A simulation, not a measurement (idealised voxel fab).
This section sets out a process module, namely voxel released beams.
Square cell edge 5 nm, section width 220 nm, ID cut.
We lay out every cross-section as a grid of square cells and spell it out in bands from the top down, where one band means one or more rows of cells. This entry defines a band. It first specifies the height of the band's top and the height of its bottom in nm, and then specifies the band's materials from left to right, stating each material with its width in nm. The word "everywhere" identifies a single material that fills the band from edge to edge, while the word "empty" identifies empty space. Basically, 0 is our baseline, since under it the wafer straight out of the box is all one material. The bottom band has no lower end and keeps on going down, so it looks like "0 down". A width given as "30 to 40" starts at the first number in the band's top row and ends at the second number in its bottom row, shifting by an equal amount at every step from row to row. It should be understood that the words "nothing different", when stated for a given step, signify that the cross-section underwent no change in any of its cells during that step. "Enclosed void inventory" lists enclosed empty spaces (at least 8 cells, no open path upward to the top), each as width x height at distance from the left edge, in nm. Text after the settings on a step's line: the simulator's own remark on that step. Each step line may optionally specify "overlay nm", which for a step with a mask gives the rightward distance between the mask's planned place and where it lay, a negative value indicating the leftward direction.
Process steps - plan
1) RECEIVE (material Si)
2) CONFORMAL_DEP (material SiN; thk nm 10)
3) DIRECTIONAL_DEP (material SiO2; thk nm 15)
4) MASKED_ETCH (tone open; mask id ANCHOR; width nm 45; etch materials SiO2; depth nm 15; overlay nm 0)
5) CONFORMAL_DEP (material TiN; thk nm 15)
6) PATTERN (tone cover; mask id BEAM; material resist; width nm 130; thk nm 20; overlay nm 0)
7) DIRECTIONAL_ETCH (etch materials TiN; depth nm 15)
8) STRIP (etch materials resist)
9) STRIP (etch materials SiO2)
As-received wafer cross-section (after step 1)
    0 down: Si everywhere
    Enclosed void inventory: none
End-of-module XS, first of two wafers, run as planned
    40 to 25: 40 empty, then 20 TiN, then 15 empty, then 95 TiN, then 50 empty
    25 to 10: 45 empty, then 45 TiN, then 130 empty
    10 to 0: SiN everywhere
    0 down: Si everywhere
    Enclosed void inventory: none
So this is wafer number two of the two, cut at the end of the module - it started where the first did and had the same plan, we just got one thing wrong running it
    40 to 25: 45 empty, then 15 TiN, then 15 empty, then 95 TiN, then 50 empty
    25 to 10: 45 empty, then 45 TiN, then 130 empty
    10 to 0: SiN everywhere
    0 down: Si everywhere
    Enclosed void inventory: none
What went wrong in running the wafer? step 6 deviated from plan and actually ran as PATTERN (tone cover; mask id BEAM; material resist; width nm 125; thk nm 20; overlay nm 0)
Looking at both finished wafers in cells, the second ends up ahead of or behind the first on some materials: 3 fewer of TiN
